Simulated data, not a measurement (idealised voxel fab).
The following is a process module called voxel self aligned contacts.
The figure presents cross-section cut, which has a width of 255 nm and is divided into square cells with an edge length of 5 nm.
The cross-sections in this document take the form of a grid made of square cells. They are written out as bands, in order from top to bottom. Each band consists of one or more rows of cells.
The entry gives the band's vertical extent as a top height and a bottom height in nm, then its horizontal make-up as materials from left to right, each with a width in nm. "air" stands for empty space; a single material marked "all across" fills the band edge to edge.
Note: height 0 marks the level under which the wafer is uniformly one material as received. Lowest band unbounded below, written "0 nm and below".
Top row gets the first number, bottom row gets the second, and each row in between changes by the same step: that is how a band width like "30 to 40" works.
Where a step carries "changes: none", the cross-section came out of it unchanged, cell for cell.
This entry, "Closed void list", enumerates those empty regions of no fewer than 8 cells that possess no open connection to the top. Each region is reported in the form width x height at distance, the distance being taken from the left edge, with all three quantities expressed in nm.
after a step's settings: what the simulator itself notes on the step
overlay nm: on a step with a mask, how far right of its planned place the mask lay; negative means left.

## Below is the list of planned process steps
| 1 | RECEIVE, material Si |
| 2 | CONFORMAL_DEP, material SiO2, thk nm 5 |
| 3 | DIRECTIONAL_DEP, material polySi, thk nm 30 |
| 4 | DIRECTIONAL_DEP, material SiN, thk nm 20 |
| 5 | MASKED_ETCH, tone cover, mask id GATE, width nm 35, pitch nm 80, etch materials SiN, depth nm 20, overlay nm 0 |
| 6 | MASKED_ETCH, tone cover, mask id GATE, width nm 35, pitch nm 80, etch materials polySi, depth nm 30, overlay nm 0 |
| 7 | CONFORMAL_DEP, material SiN, thk nm 10 |
| 8 | DIRECTIONAL_ETCH, etch materials SiN, depth nm 10 |
| 9 | FILL_DEP, material SiO2, thk nm 15 |
| 10 | CMP, height nm 65 |
| 11 | PATTERN, tone open, mask id CONTACT, material resist, width nm 65, thk nm 20, overlay nm 0 |
| 12 | DIRECTIONAL_ETCH, etch materials SiO2, depth nm 65 |
| 13 | STRIP, etch materials resist |
| 14 | CONFORMAL_DEP, material TiN, thk nm 5 |
| 15 | FILL_DEP, material Ru, thk nm 5 |
| 16 | CMP, height nm 65 |
| 17 | CONFORMAL_DEP, material SiCN, thk nm 5 |

## Step 1 complete: cross-section of the wafer as received
    0 nm and below: Si all across
    Closed void list: none

## first wafer at the end, as planned
    70 nm to 65 nm: SiCN all across
    65 nm to 55 nm: 95 of SiO2  5 to 25 of TiN  55 to 15 of Ru  5 to 25 of TiN  95 of SiO2
    55 nm to 35 nm: 60 of SiO2  55 of SiN  5 of TiN  15 of Ru  5 of TiN  55 of SiN  60 of SiO2
    35 nm to 5 nm: 60 of SiO2  10 of SiN  35 of polySi  10 of SiN  5 of TiN  15 of Ru  5 of TiN  10 of SiN  35 of polySi  10 of SiN  60 of SiO2
    5 nm to 0 nm: 115 of SiO2  25 of TiN  115 of SiO2
    0 nm and below: Si all across
    Closed void list: none

## Cross-section, second wafer: same start as the first, same plan as the first, one mistake in running it; taken at the end of the module
    70 nm to 65 nm: SiCN all across
    65 nm to 55 nm: 95 of SiO2  5 to 25 of TiN  55 to 15 of SiN  5 to 25 of TiN  95 of SiO2
    55 nm to 35 nm: 60 of SiO2  55 of SiN  5 of TiN  15 of SiN  5 of TiN  55 of SiN  60 of SiO2
    35 nm to 5 nm: 60 of SiO2  10 of SiN  35 of polySi  10 of SiN  5 of TiN  15 of SiN  5 of TiN  10 of SiN  35 of polySi  10 of SiN  60 of SiO2
    5 nm to 0 nm: 115 of SiO2  25 of TiN  115 of SiO2
    0 nm and below: Si all across
    Closed void list: none
Where did the run depart from the plan? step 15 did not use the planned setting and instead ran as FILL_DEP, material SiN, thk nm 5
Upon completion, the second wafer contains, in terms of cells, a greater or smaller amount of certain materials than the first wafer: -44 Ru, +44 SiN
